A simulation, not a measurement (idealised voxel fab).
Presented below is a process module, voxel wiring stack.
The cross-section on display is named cut; it measures 275 nm wide, and its cells are 5 nm squares.
If you're reading a cross-section in this doc, picture square cells in a grid; it comes to you as bands, top ones listed first down to the bottom, and a band can be one or more rows of cells.
Heights first: top, then bottom, in nm. Then materials, left to right, each with a width in nm. "full width" on a single material: fills the band edge to edge. "blank": empty space.
A quick word on heights: they are counted from 0, and under that level the wafer as it came to us is one material throughout. The lowest band is different from the rest in having no bottom; it simply continues downward, written as in "0 nm and below".
Width "30 to 40": first value at the band's top row of cells, second value at its bottom row, equal change from row to row.
No cell of the cross-section changed in a step that is given as "nothing different".
Reported under the label "Listed closed voids" are the empty spaces having no open way to the top and comprising 8 cells or more; the notation for each is width x height at distance, in which the distance is measured from the left edge and all three values are in nm.
Whatever follows a step's settings on its line is a remark the simulator itself makes about that step.
"overlay nm" on a masked step: distance the mask lay right of its planned place, negative for left.

# Process steps - plan
1. RECEIVE,material Si
2. CONFORMAL_DEP,material SiO2,thk nm 15
3. DIRECTIONAL_DEP,material TiN,thk nm 5
4. DIRECTIONAL_DEP,material Ru,thk nm 15
5. DIRECTIONAL_DEP,material aC,thk nm 15
6. PATTERN,tone cover,mask id METAL_1,material resist,width nm 25,pitch nm 40,thk nm 35,overlay nm 0
7. DIRECTIONAL_ETCH,etch materials aC,depth nm 15
8. STRIP,etch materials resist
9. DIRECTIONAL_ETCH,etch materials Ru,depth nm 15
10. DIRECTIONAL_ETCH,etch materials TiN,depth nm 5
11. STRIP,etch materials aC
12. FILL_DEP,material lowk,thk nm 5
13. CMP,height nm 35
14. CONFORMAL_DEP,material SiCN,thk nm 5
15. DIRECTIONAL_DEP,material lowk,thk nm 15
16. DIRECTIONAL_DEP,material aC,thk nm 15
17. PATTERN,tone open,mask id PLUG_1,material resist,width nm 15,pitch nm 40,thk nm 35,overlay nm 0
18. DIRECTIONAL_ETCH,etch materials aC,depth nm 15
19. STRIP,etch materials resist
20. DIRECTIONAL_ETCH,etch materials lowk,depth nm 15
21. DIRECTIONAL_ETCH,etch materials SiCN,depth nm 5
22. STRIP,etch materials aC
23. EPI,material Ru,thk nm 10
24. EPI,material Ru,thk nm 10
25. CONFORMAL_DEP,material SiN,thk nm 5
26. DIRECTIONAL_DEP,material SiO2,thk nm 15
27. MASKED_ETCH,tone open,mask id METAL_2,width nm 25,pitch nm 40,etch materials SiO2,depth nm 15,overlay nm 0
28. MASKED_ETCH,tone open,mask id METAL_2,width nm 25,pitch nm 40,etch materials SiN,depth nm 5,overlay nm 0
29. CONFORMAL_DEP,material TiN,thk nm 5
30. FILL_DEP,material Cu,thk nm 5
31. CMP,height nm 75
32. EPI,material Ru,thk nm 5
33. FILL_DEP,material SiCN,thk nm 5
34. DIRECTIONAL_DEP,material SiO2,thk nm 35
35. MASKED_ETCH,tone open,mask id METAL_3,width nm 25,pitch nm 40,etch materials SiO2,depth nm 20,overlay nm 0
36. DIRECTIONAL_DEP,material aC,thk nm 10
37. PATTERN,tone open,mask id METAL_3_HOLES,material resist,width nm 15,pitch nm 80,thk nm 30,overlay nm 0
38. DIRECTIONAL_ETCH,etch materials aC,depth nm 10
39. STRIP,etch materials resist
40. DIRECTIONAL_ETCH,etch materials SiO2,depth nm 15
41. DIRECTIONAL_ETCH,etch materials SiCN,depth nm 5
42. STRIP,etch materials aC
43. CONFORMAL_DEP,material TiN,thk nm 5
44. FILL_DEP,material Cu,thk nm 5
45. CMP,height nm 120
46. CONFORMAL_DEP,material SiN,thk nm 5

# Wafer as received: cross-section following step 1
0 nm and below | Si full width
Listed closed voids: none

# Wafer cross-section at end of module: start and plan as shown above, one execution error
125 nm to 120 nm | SiN full width
120 nm to 105 nm | SiO2=65 / TiN=5 / Cu=15 / TiN=5 / SiO2=15 / TiN=5 / Cu=15 / TiN=5 / SiO2=15 / TiN=5 / Cu=15 / TiN=5 / SiO2=15 / TiN=5 / Cu=15 / TiN=5 / SiO2=65
105 nm to 100 nm | SiO2=65 / TiN=5 / Cu=5 / TiN=15 / SiO2=15 / TiN=25 / SiO2=15 / TiN=5 / Cu=5 / TiN=15 / SiO2=15 / TiN=25 / SiO2=65
100 nm to 85 nm | SiO2=65 / TiN=5 / Cu=5 / TiN=5 / SiO2=65 / TiN=5 / Cu=5 / TiN=5 / SiO2=115
85 nm to 80 nm | SiCN=65 / TiN=15 / SiCN=65 / TiN=15 / SiCN=115
80 nm to 75 nm | Ru full width
75 nm to 70 nm | TiN=70 / Cu=15 / TiN=25 / Cu=15 / TiN=25 / Cu=15 / TiN=25 / Cu=15 / TiN=70
70 nm to 60 nm | SiO2=65 / TiN=5 / Cu=15 / TiN=5 / SiO2=15 / TiN=5 / Cu=15 / TiN=5 / SiO2=15 / TiN=5 / Cu=15 / TiN=5 / SiO2=15 / TiN=5 / Cu=15 / TiN=5 / SiO2=65
60 nm to 55 nm | SiO2=65 / TiN=25 / SiO2=15 / TiN=25 / SiO2=15 / TiN=25 / SiO2=15 / TiN=25 / SiO2=65
55 nm to 40 nm | lowk=65 / Ru=15 / lowk=25 / Ru=15 / lowk=25 / Ru=15 / lowk=25 / Ru=15 / lowk=75
40 nm to 35 nm | SiCN=65 / Ru=15 / SiCN=25 / Ru=15 / SiCN=25 / Ru=15 / SiCN=25 / Ru=15 / SiCN=75
35 nm to 20 nm | lowk=65 / Ru=25 / lowk=15 / Ru=25 / lowk=15 / Ru=25 / lowk=15 / Ru=25 / lowk=65
20 nm to 15 nm | lowk=65 / TiN=25 / lowk=15 / TiN=25 / lowk=15 / TiN=25 / lowk=15 / TiN=25 / lowk=65
15 nm to 0 nm | SiO2 full width
0 nm and below | Si full width
Listed closed voids: none
Run error: skipped: plan step 25 (never run)
